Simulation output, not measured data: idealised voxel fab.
A process module follows: voxel transistor to metal.
Pictured: cross-section cut, 155 nm wide, on a grid of 5 nm square cells.
Think of the cross-section as a grid of square cells. We describe it in bands, top to bottom, and each band covers one or more rows of those cells.
Basically the band line says how high the top is and how high the bottom is, in nm, and then what's in it from left to right, every material with its width in nm. Empty space shows up as "air", and if a single material carries "full width" it runs the full band edge to edge.
Zero point of the height axis is 0; under it, received wafer = one material. Lowest band: continues down indefinitely, "from 0 down".
A width given as "30..40" starts at the first number in the band's top row and ends at the second number in its bottom row, shifting by an equal amount at every step from row to row.
A step reported as "no change occurred" is a step in which no cell of the cross-section changed.
"Closed voids list" enumerates empty spaces isolated from the top, with no open way to it, that contain at least 8 cells, giving each as width x height at distance from the left edge, all three in nm.
It should be noted that, on the line of a given step, the content following the step's settings is a remark produced by the simulator itself with respect to that step.
Among the settings permitted on a step's line is "overlay nm"; applied to a step with a mask, it specifies the extent to which the mask lay to the right of its planned position, whereas a negative figure signifies a position to the left.

List of planned process steps
1: RECEIVE [material Si]
2: OXIDIZE [depth nm 5]
3: CONFORMAL_DEP [material SiN] [thk nm 15]
4: DIRECTIONAL_DEP [material aC] [thk nm 15]
5: PATTERN [tone cover] [mask id ACTIVE] [material resist] [width nm 120] [thk nm 30] [overlay nm 0]
6: DIRECTIONAL_ETCH [etch materials aC] [depth nm 15]
7: STRIP [etch materials resist]
8: DIRECTIONAL_ETCH [etch materials SiN] [depth nm 15]
9: DIRECTIONAL_ETCH [etch materials SiO2] [depth nm 5]
10: DIRECTIONAL_ETCH [etch materials Si] [depth nm 35]
11: STRIP [etch materials aC]
12: FILL_DEP [material SiO2] [thk nm 15]
13: CMP [height nm 15]
14: SELECTIVE_ETCH [etch materials SiO2] [depth nm 5]
15: STRIP [etch materials SiN]
16: SELECTIVE_ETCH [etch materials SiO2] [depth nm 5]
17: OXIDIZE [depth nm 5]
18: DIRECTIONAL_DEP [material polySi] [thk nm 20]
19: DIRECTIONAL_DEP [material SiCN] [thk nm 10]
20: MASKED_ETCH [tone cover] [mask id GATE] [width nm 30] [etch materials SiCN] [depth nm 20] [overlay nm 0]
21: MASKED_ETCH [tone cover] [mask id GATE] [width nm 30] [etch materials polySi] [depth nm 30] [overlay nm 0]
22: CONFORMAL_DEP [material SiO2] [thk nm 5]
23: DIRECTIONAL_ETCH [etch materials SiO2] [depth nm 5]
24: CONFORMAL_DEP [material SiN] [thk nm 10]
25: DIRECTIONAL_ETCH [etch materials SiN] [depth nm 10]
26: DIRECTIONAL_ETCH [etch materials SiO2] [depth nm 5]
27: DIRECTIONAL_ETCH [etch materials Si] [depth nm 15]
28: EPI [material SiGe] [thk nm 15]
29: FILL_DEP [material SiO2] [thk nm 10]
30: CMP [height nm 15]
31: STRIP [etch materials polySi]
32: SELECTIVE_ETCH [etch materials SiO2] [depth nm 5]
33: CONFORMAL_DEP [material HfO2] [thk nm 5]
34: CONFORMAL_DEP [material TiN] [thk nm 5]
35: FILL_DEP [material W] [thk nm 10]
36: CMP [height nm 10]
37: DIRECTIONAL_DEP [material SiO2] [thk nm 15]
38: DIRECTIONAL_DEP [material aC] [thk nm 15]
39: PATTERN [tone open] [mask id CONTACT] [material resist] [width nm 20] [pitch nm 80] [thk nm 30] [overlay nm 0]
40: DIRECTIONAL_ETCH [etch materials aC] [depth nm 15]
41: STRIP [etch materials resist]
42: DIRECTIONAL_ETCH [etch materials SiO2] [depth nm 20]
43: STRIP [etch materials aC]
44: CONFORMAL_DEP [material TiN] [thk nm 5]
45: FILL_DEP [material W] [thk nm 5]
46: CMP [height nm 25]
47: DIRECTIONAL_DEP [material TiN] [thk nm 5]
48: DIRECTIONAL_DEP [material W] [thk nm 15]
49: MASKED_ETCH [tone cover] [mask id METAL_1] [width nm 20] [pitch nm 80] [etch materials W] [depth nm 15] [overlay nm 0]
50: MASKED_ETCH [tone cover] [mask id METAL_1] [width nm 20] [pitch nm 80] [etch materials TiN] [depth nm 5] [overlay nm 0]
51: FILL_DEP [material SiO2] [thk nm 5]
52: CMP [height nm 45]
53: CONFORMAL_DEP [material SiCN] [thk nm 5]

On the first of the two wafers: run conducted according to plan

Delivered wafer in cross-section: state after step 1
* from 0 down | Si full width
* Closed voids list: none

Once step 2 is through, the wafer looks like this in cross-section
* from 0 to -5 | SiO2 full width
* Unchanged below -5.

Once step 3 is through, the wafer looks like this in cross-section
* from 15 to 0 | SiN full width
* Unchanged below 0.

Once step 4 is through, the wafer looks like this in cross-section
* from 30 to 15 | aC full width
* Unchanged below 15.

Once step 5 is through, the wafer looks like this in cross-section
* from 60 to 30 | air: 15  resist: 120  air: 20
* Unchanged below 30.

Once step 6 is through, the wafer looks like this in cross-section
* from 45 to 30 | air: 15  resist: 120  air: 20
* from 30 to 15 | air: 15  aC: 120  air: 20
* Unchanged below 15.

Once step 7 is through, the wafer looks like this in cross-section
* from 30 to 15 | air: 15  aC: 120  air: 20
* Unchanged below 15.

Once step 8 is through, the wafer looks like this in cross-section
* from 30 to 15 | air: 15  aC: 120  air: 20
* from 15 to 0 | air: 15  SiN: 120  air: 20
* Unchanged below 0.

Once step 9 is through, the wafer looks like this in cross-section
* from 30 to 15 | air: 15  aC: 120  air: 20
* from 15 to 0 | air: 15  SiN: 120  air: 20
* from 0 to -5 | air: 15  SiO2: 120  air: 20
* Unchanged below -5.

Once step 10 is through, the wafer looks like this in cross-section
* from 30 to 15 | air: 15  aC: 120  air: 20
* from 15 to 0 | air: 15  SiN: 120  air: 20
* from 0 to -5 | air: 15  SiO2: 120  air: 20
* from -5 to -40 | air: 15  Si: 120  air: 20
* Unchanged below -40.

Once step 11 is through, the wafer looks like this in cross-section
* from 15 to 0 | air: 15  SiN: 120  air: 20
* Unchanged below 0.

Once step 12 is through, the wafer looks like this in cross-section
* from 30 to 15 | SiO2 full width
* from 15 to 0 | SiO2: 15  SiN: 120  SiO2: 20
* from 0 to -5 | SiO2 full width
* from -5 to -40 | SiO2: 15  Si: 120  SiO2: 20
* Unchanged below -40.

Once step 13 is through, the wafer looks like this in cross-section
* from 15 to 0 | SiO2: 15  SiN: 120  SiO2: 20
* Unchanged below 0.

Once step 14 is through, the wafer looks like this in cross-section
* from 15 to 10 | air: 15  SiN: 120  air: 20
* Unchanged below 10.

Once step 15 is through, the wafer looks like this in cross-section
* from 10 to 0 | SiO2: 15  air: 120  SiO2: 20
* Unchanged below 0.

Once step 16 is through, the wafer looks like this in cross-section
* from 5 to -5 | SiO2: 10  air: 130  SiO2: 15
* Unchanged below -5.

Once step 17 is through, the wafer looks like this in cross-section
* from 5 to -5 | SiO2: 10  air: 130  SiO2: 15
* from -5 to -10 | SiO2 full width
* Unchanged below -10.

Once step 18 is through, the wafer looks like this in cross-section
* from 25 to 15 | polySi: 10  air: 130  polySi: 15
* from 15 to 5 | polySi full width
* from 5 to -5 | SiO2: 10  polySi: 130  SiO2: 15
* Unchanged below -5.

Once step 19 is through, the wafer looks like this in cross-section
* from 35 to 25 | SiCN: 10  air: 130  SiCN: 15
* from 25 to 15 | polySi: 10  SiCN: 130  polySi: 15
* Unchanged below 15.

Once step 20 is through, the wafer looks like this in cross-section
* from 25 to 15 | polySi: 10  air: 50  SiCN: 30  air: 50  polySi: 15
* Unchanged below 15.

Once step 21 is through, the wafer looks like this in cross-section
* from 25 to 15 | air: 60  SiCN: 30  air: 65
* from 15 to 5 | air: 60  polySi: 30  air: 65
* from 5 to -5 | SiO2: 10  air: 50  polySi: 30  air: 50  SiO2: 15
* Unchanged below -5.

Once step 22 is through, the wafer looks like this in cross-section
* from 30 to 25 | air: 55  SiO2: 40  air: 60
* from 25 to 15 | air: 55  SiO2: 5  SiCN: 30  SiO2: 5  air: 60
* from 15 to 10 | air: 55  SiO2: 5  polySi: 30  SiO2: 5  air: 60
* from 10 to 0 | SiO2: 15  air: 40  SiO2: 5  polySi: 30  SiO2: 5  air: 40  SiO2: 20
* from 0 to -5 | SiO2: 60  polySi: 30  SiO2: 65
* Unchanged below -5.

Once step 23 is through, the wafer looks like this in cross-section
* from 25 to 15 | air: 55  SiO2: 5  SiCN: 30  SiO2: 5  air: 60
* from 15 to 5 | air: 55  SiO2: 5  polySi: 30  SiO2: 5  air: 60
* from 5 to -5 | SiO2: 15  air: 40  SiO2: 5  polySi: 30  SiO2: 5  air: 40  SiO2: 20
* Unchanged below -5.

Once step 24 is through, the wafer looks like this in cross-section
* from 35 to 25 | air: 45  SiN: 60  air: 50
* from 25 to 15 | air: 45  SiN: 10  SiO2: 5  SiCN: 30  SiO2: 5  SiN: 10  air: 50
* from 15 to 5 | SiN: 25  air: 20  SiN: 10  SiO2: 5  polySi: 30  SiO2: 5  SiN: 10  air: 20  SiN: 30
* from 5 to -5 | SiO2: 15  SiN: 40  SiO2: 5  polySi: 30  SiO2: 5  SiN: 40  SiO2: 20
* Unchanged below -5.

Once step 25 is through, the wafer looks like this in cross-section
* from 25 to 15 | air: 45  SiN: 10  SiO2: 5  SiCN: 30  SiO2: 5  SiN: 10  air: 50
* from 15 to 5 | air: 45  SiN: 10  SiO2: 5  polySi: 30  SiO2: 5  SiN: 10  air: 50
* from 5 to -5 | SiO2: 15  SiN: 10  air: 20  SiN: 10  SiO2: 5  polySi: 30  SiO2: 5  SiN: 10  air: 20  SiN: 10  SiO2: 20
* Unchanged below -5.

Once step 26 is through, the wafer looks like this in cross-section
* from 25 to 20 | air: 45  SiN: 10  air: 5  SiCN: 30  air: 5  SiN: 10  air: 50
* from 20 to 15 | air: 45  SiN: 10  SiO2: 5  SiCN: 30  SiO2: 5  SiN: 10  air: 50
* from 15 to 5 | air: 45  SiN: 10  SiO2: 5  polySi: 30  SiO2: 5  SiN: 10  air: 50
* from 5 to 0 | air: 15  SiN: 10  air: 20  SiN: 10  SiO2: 5  polySi: 30  SiO2: 5  SiN: 10  air: 20  SiN: 10  air: 20
* from 0 to -5 | SiO2: 15  SiN: 10  air: 20  SiN: 10  SiO2: 5  polySi: 30  SiO2: 5  SiN: 10  air: 20  SiN: 10  SiO2: 20
* from -5 to -10 | SiO2: 25  air: 20  SiO2: 60  air: 20  SiO2: 30
* Unchanged below -10.

Once step 27 is through, the wafer looks like this in cross-section
* from 25 to 20 | air: 45  SiN: 10  air: 5  SiCN: 30  air: 5  SiN: 10  air: 50
* from 20 to 15 | air: 45  SiN: 10  SiO2: 5  SiCN: 30  SiO2: 5  SiN: 10  air: 50
* from 15 to 5 | air: 45  SiN: 10  SiO2: 5  polySi: 30  SiO2: 5  SiN: 10  air: 50
* from 5 to 0 | air: 15  SiN: 10  air: 20  SiN: 10  SiO2: 5  polySi: 30  SiO2: 5  SiN: 10  air: 20  SiN: 10  air: 20
* from 0 to -5 | SiO2: 15  SiN: 10  air: 20  SiN: 10  SiO2: 5  polySi: 30  SiO2: 5  SiN: 10  air: 20  SiN: 10  SiO2: 20
* from -5 to -10 | SiO2: 25  air: 20  SiO2: 60  air: 20  SiO2: 30
* from -10 to -25 | SiO2: 15  Si: 10  air: 20  Si: 60  air: 20  Si: 10  SiO2: 20
* Unchanged below -25.

Once step 28 is through, the wafer looks like this in cross-section
* from 25 to 20 | air: 45  SiN: 10  air: 5  SiCN: 30  air: 5  SiN: 10  air: 50
* from 20 to 15 | air: 45  SiN: 10  SiO2: 5  SiCN: 30  SiO2: 5  SiN: 10  air: 50
* from 15 to 5 | air: 45  SiN: 10  SiO2: 5  polySi: 30  SiO2: 5  SiN: 10  air: 50
* from 5 to 0 | air: 15  SiN: 10  SiGe: 20  SiN: 10  SiO2: 5  polySi: 30  SiO2: 5  SiN: 10  SiGe: 20  SiN: 10  air: 20
* from 0 to -5 | SiO2: 15  SiN: 10  SiGe: 20  SiN: 10  SiO2: 5  polySi: 30  SiO2: 5  SiN: 10  SiGe: 20  SiN: 10  SiO2: 20
* from -5 to -10 | SiO2: 25  SiGe: 20  SiO2: 60  SiGe: 20  SiO2: 30
* from -10 to -25 | SiO2: 15  Si: 10  SiGe: 20  Si: 60  SiGe: 20  Si: 10  SiO2: 20
* Unchanged below -25.

Once step 29 is through, the wafer looks like this in cross-section
* from 35 to 25 | SiO2 full width
* from 25 to 15 | SiO2: 45  SiN: 10  SiO2: 5  SiCN: 30  SiO2: 5  SiN: 10  SiO2: 50
* from 15 to 5 | SiO2: 45  SiN: 10  SiO2: 5  polySi: 30  SiO2: 5  SiN: 10  SiO2: 50
* from 5 to -5 | SiO2: 15  SiN: 10  SiGe: 20  SiN: 10  SiO2: 5  polySi: 30  SiO2: 5  SiN: 10  SiGe: 20  SiN: 10  SiO2: 20
* Unchanged below -5.

Once step 30 is through, the wafer looks like this in cross-section
* from 15 to 5 | SiO2: 45  SiN: 10  SiO2: 5  polySi: 30  SiO2: 5  SiN: 10  SiO2: 50
* Unchanged below 5.

Once step 31 is through, the wafer looks like this in cross-section
* from 15 to 5 | SiO2: 45  SiN: 10  SiO2: 5  air: 30  SiO2: 5  SiN: 10  SiO2: 50
* from 5 to -5 | SiO2: 15  SiN: 10  SiGe: 20  SiN: 10  SiO2: 5  air: 30  SiO2: 5  SiN: 10  SiGe: 20  SiN: 10  SiO2: 20
* Unchanged below -5.

Once step 32 is through, the wafer looks like this in cross-section
* from 15 to 10 | air: 45  SiN: 10  air: 40  SiN: 10  air: 50
* from 10 to 5 | SiO2: 45  SiN: 10  air: 40  SiN: 10  SiO2: 50
* from 5 to -5 | SiO2: 15  SiN: 10  SiGe: 20  SiN: 10  air: 40  SiN: 10  SiGe: 20  SiN: 10  SiO2: 20
* from -5 to -10 | SiO2: 25  SiGe: 20  SiO2: 10  air: 40  SiO2: 10  SiGe: 20  SiO2: 30
* Unchanged below -10.

Once step 33 is through, the wafer looks like this in cross-section
* from 20 to 15 | air: 40  HfO2: 20  air: 30  HfO2: 20  air: 45
* from 15 to 10 | HfO2: 45  SiN: 10  HfO2: 5  air: 30  HfO2: 5  SiN: 10  HfO2: 50
* from 10 to 5 | SiO2: 45  SiN: 10  HfO2: 5  air: 30  HfO2: 5  SiN: 10  SiO2: 50
* from 5 to -5 | SiO2: 15  SiN: 10  SiGe: 20  SiN: 10  HfO2: 5  air: 30  HfO2: 5  SiN: 10  SiGe: 20  SiN: 10  SiO2: 20
* from -5 to -10 | SiO2: 25  SiGe: 20  SiO2: 10  HfO2: 40  SiO2: 10  SiGe: 20  SiO2: 30
* Unchanged below -10.

Once step 34 is through, the wafer looks like this in cross-section
* from 25 to 20 | air: 35  TiN: 30  air: 20  TiN: 30  air: 40
* from 20 to 15 | TiN: 40  HfO2: 20  TiN: 5  air: 20  TiN: 5  HfO2: 20  TiN: 45
* from 15 to 10 | HfO2: 45  SiN: 10  HfO2: 5  TiN: 5  air: 20  TiN: 5  HfO2: 5  SiN: 10  HfO2: 50
* from 10 to 5 | SiO2: 45  SiN: 10  HfO2: 5  TiN: 5  air: 20  TiN: 5  HfO2: 5  SiN: 10  SiO2: 50
* from 5 to 0 | SiO2: 15  SiN: 10  SiGe: 20  SiN: 10  HfO2: 5  TiN: 5  air: 20  TiN: 5  HfO2: 5  SiN: 10  SiGe: 20  SiN: 10  SiO2: 20
* from 0 to -5 | SiO2: 15  SiN: 10  SiGe: 20  SiN: 10  HfO2: 5  TiN: 30  HfO2: 5  SiN: 10  SiGe: 20  SiN: 10  SiO2: 20
* Unchanged below -5.

Once step 35 is through, the wafer looks like this in cross-section
* from 35 to 25 | W full width
* from 25 to 20 | W: 35  TiN: 30  W: 20  TiN: 30  W: 40
* from 20 to 15 | TiN: 40  HfO2: 20  TiN: 5  W: 20  TiN: 5  HfO2: 20  TiN: 45
* from 15 to 10 | HfO2: 45  SiN: 10  HfO2: 5  TiN: 5  W: 20  TiN: 5  HfO2: 5  SiN: 10  HfO2: 50
* from 10 to 5 | SiO2: 45  SiN: 10  HfO2: 5  TiN: 5  W: 20  TiN: 5  HfO2: 5  SiN: 10  SiO2: 50
* from 5 to 0 | SiO2: 15  SiN: 10  SiGe: 20  SiN: 10  HfO2: 5  TiN: 5  W: 20  TiN: 5  HfO2: 5  SiN: 10  SiGe: 20  SiN: 10  SiO2: 20
* Unchanged below 0.

Once step 36 is through, the wafer looks like this in cross-section
* from 10 to 5 | SiO2: 45  SiN: 10  HfO2: 5  TiN: 5  W: 20  TiN: 5  HfO2: 5  SiN: 10  SiO2: 50
* Unchanged below 5.

Once step 37 is through, the wafer looks like this in cross-section
* from 25 to 10 | SiO2 full width
* Unchanged below 10.

Once step 38 is through, the wafer looks like this in cross-section
* from 40 to 25 | aC full width
* Unchanged below 25.

Once step 39 is through, the wafer looks like this in cross-section
* from 70 to 40 | resist: 25  air: 20  resist: 60  air: 20  resist: 30
* Unchanged below 40.

Once step 40 is through, the wafer looks like this in cross-section
* from 55 to 40 | resist: 25  air: 20  resist: 60  air: 20  resist: 30
* from 40 to 25 | aC: 25  air: 20  aC: 60  air: 20  aC: 30
* Unchanged below 25.

Once step 41 is through, the wafer looks like this in cross-section
* from 40 to 25 | aC: 25  air: 20  aC: 60  air: 20  aC: 30
* Unchanged below 25.

Once step 42 is through, the wafer looks like this in cross-section
* from 40 to 25 | aC: 25  air: 20  aC: 60  air: 20  aC: 30
* from 25 to 10 | SiO2: 25  air: 20  SiO2: 60  air: 20  SiO2: 30
* from 10 to 5 | SiO2: 25  air: 20  SiN: 10  HfO2: 5  TiN: 5  W: 20  TiN: 5  HfO2: 5  SiN: 10  air: 20  SiO2: 30
* Unchanged below 5.

Once step 43 is through, the wafer looks like this in cross-section
* from 25 to 10 | SiO2: 25  air: 20  SiO2: 60  air: 20  SiO2: 30
* Unchanged below 10.

Once step 44 is through, the wafer looks like this in cross-section
* from 30 to 25 | TiN: 30  air: 10  TiN: 70  air: 10  TiN: 35
* from 25 to 10 | SiO2: 25  TiN: 5  air: 10  TiN: 5  SiO2: 60  TiN: 5  air: 10  TiN: 5  SiO2: 30
* from 10 to 5 | SiO2: 25  TiN: 20  SiN: 10  HfO2: 5  TiN: 5  W: 20  TiN: 5  HfO2: 5  SiN: 10  TiN: 20  SiO2: 30
* Unchanged below 5.

Once step 45 is through, the wafer looks like this in cross-section
* from 35 to 30 | W full width
* from 30 to 25 | TiN: 30  W: 10  TiN: 70  W: 10  TiN: 35
* from 25 to 10 | SiO2: 25  TiN: 5  W: 10  TiN: 5  SiO2: 60  TiN: 5  W: 10  TiN: 5  SiO2: 30
* Unchanged below 10.

Once step 46 is through, the wafer looks like this in cross-section
* from 25 to 10 | SiO2: 25  TiN: 5  W: 10  TiN: 5  SiO2: 60  TiN: 5  W: 10  TiN: 5  SiO2: 30
* Unchanged below 10.

Once step 47 is through, the wafer looks like this in cross-section
* from 30 to 25 | TiN full width
* Unchanged below 25.

Once step 48 is through, the wafer looks like this in cross-section
* from 45 to 30 | W full width
* Unchanged below 30.

Once step 49 is through, the wafer looks like this in cross-section
* from 45 to 30 | air: 25  W: 20  air: 60  W: 20  air: 30
* Unchanged below 30.

Once step 50 is through, the wafer looks like this in cross-section
* from 45 to 30 | air: 25  W: 20  air: 60  W: 20  air: 30
* from 30 to 25 | air: 25  TiN: 20  air: 60  TiN: 20  air: 30
* Unchanged below 25.

Once step 51 is through, the wafer looks like this in cross-section
* from 50 to 45 | SiO2 full width
* from 45 to 30 | SiO2: 25  W: 20  SiO2: 60  W: 20  SiO2: 30
* from 30 to 25 | SiO2: 25  TiN: 20  SiO2: 60  TiN: 20  SiO2: 30
* Unchanged below 25.

Once step 52 is through, the wafer looks like this in cross-section
* from 45 to 30 | SiO2: 25  W: 20  SiO2: 60  W: 20  SiO2: 30
* Unchanged below 30.

Once step 53 is through, the wafer looks like this in cross-section
* from 50 to 45 | SiCN full width
* Unchanged below 45.

Second Wafer (Identical Start and Plan, One Processing Error; Matches First Wafer Through Step 27)

Look at the second wafer in cross-section at the time step 28 ought to have finished
* from 25 to 20 | air: 45  SiN: 10  air: 5  SiCN: 30  air: 5  SiN: 10  air: 50
* from 20 to 15 | air: 10  SiGe: 35  SiN: 10  SiO2: 5  SiCN: 30  SiO2: 5  SiN: 10  SiGe: 35  air: 15
* from 15 to 5 | air: 10  SiGe: 35  SiN: 10  SiO2: 5  polySi: 30  SiO2: 5  SiN: 10  SiGe: 35  air: 15
* from 5 to 0 | air: 10  SiGe: 5  SiN: 10  SiGe: 20  SiN: 10  SiO2: 5  polySi: 30  SiO2: 5  SiN: 10  SiGe: 20  SiN: 10  SiGe: 5  air: 15
* from 0 to -5 | SiO2: 15  SiN: 10  SiGe: 20  SiN: 10  SiO2: 5  polySi: 30  SiO2: 5  SiN: 10  SiGe: 20  SiN: 10  SiO2: 20
* from -5 to -10 | SiO2: 25  SiGe: 20  SiO2: 60  SiGe: 20  SiO2: 30
* from -10 to -25 | SiO2: 15  Si: 10  SiGe: 20  Si: 60  SiGe: 20  Si: 10  SiO2: 20
* Unchanged below -25.

Look at the second wafer in cross-section at the time step 29 ought to have finished
* from 35 to 25 | SiO2 full width
* from 25 to 20 | SiO2: 45  SiN: 10  SiO2: 5  SiCN: 30  SiO2: 5  SiN: 10  SiO2: 50
* from 20 to 15 | SiO2: 10  SiGe: 35  SiN: 10  SiO2: 5  SiCN: 30  SiO2: 5  SiN: 10  SiGe: 35  SiO2: 15
* from 15 to 5 | SiO2: 10  SiGe: 35  SiN: 10  SiO2: 5  polySi: 30  SiO2: 5  SiN: 10  SiGe: 35  SiO2: 15
* from 5 to 0 | SiO2: 10  SiGe: 5  SiN: 10  SiGe: 20  SiN: 10  SiO2: 5  polySi: 30  SiO2: 5  SiN: 10  SiGe: 20  SiN: 10  SiGe: 5  SiO2: 15
* Unchanged below 0.

Look at the second wafer in cross-section at the time step 30 ought to have finished
* from 15 to 5 | SiO2: 10  SiGe: 35  SiN: 10  SiO2: 5  polySi: 30  SiO2: 5  SiN: 10  SiGe: 35  SiO2: 15
* Unchanged below 5.

Look at the second wafer in cross-section at the time step 31 ought to have finished
* from 15 to 5 | SiO2: 10  SiGe: 35  SiN: 10  SiO2: 5  air: 30  SiO2: 5  SiN: 10  SiGe: 35  SiO2: 15
* from 5 to 0 | SiO2: 10  SiGe: 5  SiN: 10  SiGe: 20  SiN: 10  SiO2: 5  air: 30  SiO2: 5  SiN: 10  SiGe: 20  SiN: 10  SiGe: 5  SiO2: 15
* from 0 to -5 | SiO2: 15  SiN: 10  SiGe: 20  SiN: 10  SiO2: 5  air: 30  SiO2: 5  SiN: 10  SiGe: 20  SiN: 10  SiO2: 20
* Unchanged below -5.

Look at the second wafer in cross-section at the time step 32 ought to have finished
* from 15 to 10 | air: 10  SiGe: 35  SiN: 10  air: 40  SiN: 10  SiGe: 35  air: 15
* from 10 to 5 | SiO2: 10  SiGe: 35  SiN: 10  air: 40  SiN: 10  SiGe: 35  SiO2: 15
* from 5 to 0 | SiO2: 10  SiGe: 5  SiN: 10  SiGe: 20  SiN: 10  air: 40  SiN: 10  SiGe: 20  SiN: 10  SiGe: 5  SiO2: 15
* from 0 to -5 | SiO2: 15  SiN: 10  SiGe: 20  SiN: 10  air: 40  SiN: 10  SiGe: 20  SiN: 10  SiO2: 20
* from -5 to -10 | SiO2: 25  SiGe: 20  SiO2: 10  air: 40  SiO2: 10  SiGe: 20  SiO2: 30
* Unchanged below -10.

Look at the second wafer in cross-section at the time step 33 ought to have finished
* from 20 to 15 | air: 5  HfO2: 55  air: 30  HfO2: 55  air: 10
* from 15 to 10 | HfO2: 10  SiGe: 35  SiN: 10  HfO2: 5  air: 30  HfO2: 5  SiN: 10  SiGe: 35  HfO2: 15
* from 10 to 5 | SiO2: 10  SiGe: 35  SiN: 10  HfO2: 5  air: 30  HfO2: 5  SiN: 10  SiGe: 35  SiO2: 15
* from 5 to 0 | SiO2: 10  SiGe: 5  SiN: 10  SiGe: 20  SiN: 10  HfO2: 5  air: 30  HfO2: 5  SiN: 10  SiGe: 20  SiN: 10  SiGe: 5  SiO2: 15
* from 0 to -5 | SiO2: 15  SiN: 10  SiGe: 20  SiN: 10  HfO2: 5  air: 30  HfO2: 5  SiN: 10  SiGe: 20  SiN: 10  SiO2: 20
* from -5 to -10 | SiO2: 25  SiGe: 20  SiO2: 10  HfO2: 40  SiO2: 10  SiGe: 20  SiO2: 30
* Unchanged below -10.

Look at the second wafer in cross-section at the time step 34 ought to have finished
* from 25 to 20 | TiN: 65  air: 20  TiN: 65  air: 5
* from 20 to 15 | TiN: 5  HfO2: 55  TiN: 5  air: 20  TiN: 5  HfO2: 55  TiN: 10
* from 15 to 10 | HfO2: 10  SiGe: 35  SiN: 10  HfO2: 5  TiN: 5  air: 20  TiN: 5  HfO2: 5  SiN: 10  SiGe: 35  HfO2: 15
* from 10 to 5 | SiO2: 10  SiGe: 35  SiN: 10  HfO2: 5  TiN: 5  air: 20  TiN: 5  HfO2: 5  SiN: 10  SiGe: 35  SiO2: 15
* from 5 to 0 | SiO2: 10  SiGe: 5  SiN: 10  SiGe: 20  SiN: 10  HfO2: 5  TiN: 5  air: 20  TiN: 5  HfO2: 5  SiN: 10  SiGe: 20  SiN: 10  SiGe: 5  SiO2: 15
* from 0 to -5 | SiO2: 15  SiN: 10  SiGe: 20  SiN: 10  HfO2: 5  TiN: 30  HfO2: 5  SiN: 10  SiGe: 20  SiN: 10  SiO2: 20
* Unchanged below -5.

Look at the second wafer in cross-section at the time step 35 ought to have finished
* from 35 to 25 | W full width
* from 25 to 20 | TiN: 65  W: 20  TiN: 65  W: 5
* from 20 to 15 | TiN: 5  HfO2: 55  TiN: 5  W: 20  TiN: 5  HfO2: 55  TiN: 10
* from 15 to 10 | HfO2: 10  SiGe: 35  SiN: 10  HfO2: 5  TiN: 5  W: 20  TiN: 5  HfO2: 5  SiN: 10  SiGe: 35  HfO2: 15
* from 10 to 5 | SiO2: 10  SiGe: 35  SiN: 10  HfO2: 5  TiN: 5  W: 20  TiN: 5  HfO2: 5  SiN: 10  SiGe: 35  SiO2: 15
* from 5 to 0 | SiO2: 10  SiGe: 5  SiN: 10  SiGe: 20  SiN: 10  HfO2: 5  TiN: 5  W: 20  TiN: 5  HfO2: 5  SiN: 10  SiGe: 20  SiN: 10  SiGe: 5  SiO2: 15
* Unchanged below 0.

Look at the second wafer in cross-section at the time step 36 ought to have finished
* from 10 to 5 | SiO2: 10  SiGe: 35  SiN: 10  HfO2: 5  TiN: 5  W: 20  TiN: 5  HfO2: 5  SiN: 10  SiGe: 35  SiO2: 15
* Unchanged below 5.

Look at the second wafer in cross-section at the time step 37 ought to have finished
* from 25 to 10 | SiO2 full width
* Unchanged below 10.

Look at the second wafer in cross-section at the time step 38 ought to have finished
* from 40 to 25 | aC full width
* Unchanged below 25.

Look at the second wafer in cross-section at the time step 39 ought to have finished
* from 70 to 40 | resist: 25  air: 20  resist: 60  air: 20  resist: 30
* Unchanged below 40.

Look at the second wafer in cross-section at the time step 40 ought to have finished
* from 55 to 40 | resist: 25  air: 20  resist: 60  air: 20  resist: 30
* from 40 to 25 | aC: 25  air: 20  aC: 60  air: 20  aC: 30
* Unchanged below 25.

Look at the second wafer in cross-section at the time step 41 ought to have finished
* from 40 to 25 | aC: 25  air: 20  aC: 60  air: 20  aC: 30
* Unchanged below 25.

Look at the second wafer in cross-section at the time step 42 ought to have finished
* from 40 to 25 | aC: 25  air: 20  aC: 60  air: 20  aC: 30
* from 25 to 10 | SiO2: 25  air: 20  SiO2: 60  air: 20  SiO2: 30
* Unchanged below 10.

Look at the second wafer in cross-section at the time step 43 ought to have finished
* from 25 to 10 | SiO2: 25  air: 20  SiO2: 60  air: 20  SiO2: 30
* Unchanged below 10.

Look at the second wafer in cross-section at the time step 44 ought to have finished
* from 30 to 25 | TiN: 30  air: 10  TiN: 70  air: 10  TiN: 35
* from 25 to 15 | SiO2: 25  TiN: 5  air: 10  TiN: 5  SiO2: 60  TiN: 5  air: 10  TiN: 5  SiO2: 30
* from 15 to 10 | SiO2: 25  TiN: 20  SiO2: 60  TiN: 20  SiO2: 30
* Unchanged below 10.

Look at the second wafer in cross-section at the time step 45 ought to have finished
* from 35 to 30 | W full width
* from 30 to 25 | TiN: 30  W: 10  TiN: 70  W: 10  TiN: 35
* from 25 to 15 | SiO2: 25  TiN: 5  W: 10  TiN: 5  SiO2: 60  TiN: 5  W: 10  TiN: 5  SiO2: 30
* Unchanged below 15.

Look at the second wafer in cross-section at the time step 46 ought to have finished
* from 25 to 15 | SiO2: 25  TiN: 5  W: 10  TiN: 5  SiO2: 60  TiN: 5  W: 10  TiN: 5  SiO2: 30
* Unchanged below 15.

Look at the second wafer in cross-section at the time step 47 ought to have finished
* from 30 to 25 | TiN full width
* Unchanged below 25.

Look at the second wafer in cross-section at the time step 48 ought to have finished
* from 45 to 30 | W full width
* Unchanged below 30.

Look at the second wafer in cross-section at the time step 49 ought to have finished
* from 45 to 30 | air: 25  W: 20  air: 60  W: 20  air: 30
* Unchanged below 30.

Look at the second wafer in cross-section at the time step 50 ought to have finished
* from 45 to 30 | air: 25  W: 20  air: 60  W: 20  air: 30
* from 30 to 25 | air: 25  TiN: 20  air: 60  TiN: 20  air: 30
* Unchanged below 25.

Look at the second wafer in cross-section at the time step 51 ought to have finished
* from 50 to 45 | SiO2 full width
* from 45 to 30 | SiO2: 25  W: 20  SiO2: 60  W: 20  SiO2: 30
* from 30 to 25 | SiO2: 25  TiN: 20  SiO2: 60  TiN: 20  SiO2: 30
* Unchanged below 25.

Look at the second wafer in cross-section at the time step 52 ought to have finished
* from 45 to 30 | SiO2: 25  W: 20  SiO2: 60  W: 20  SiO2: 30
* Unchanged below 30.

Look at the second wafer in cross-section at the time step 53 ought to have finished
* from 50 to 45 | SiCN full width
* Unchanged below 45.
Deviation noted in wafer processing: step 28, plan: ran twice
Final difference in cells, second wafer against first, listed per material as more or fewer: SiGe: 16 more | SiO2: 8 fewer | TiN: 4 fewer | W: 4 fewer
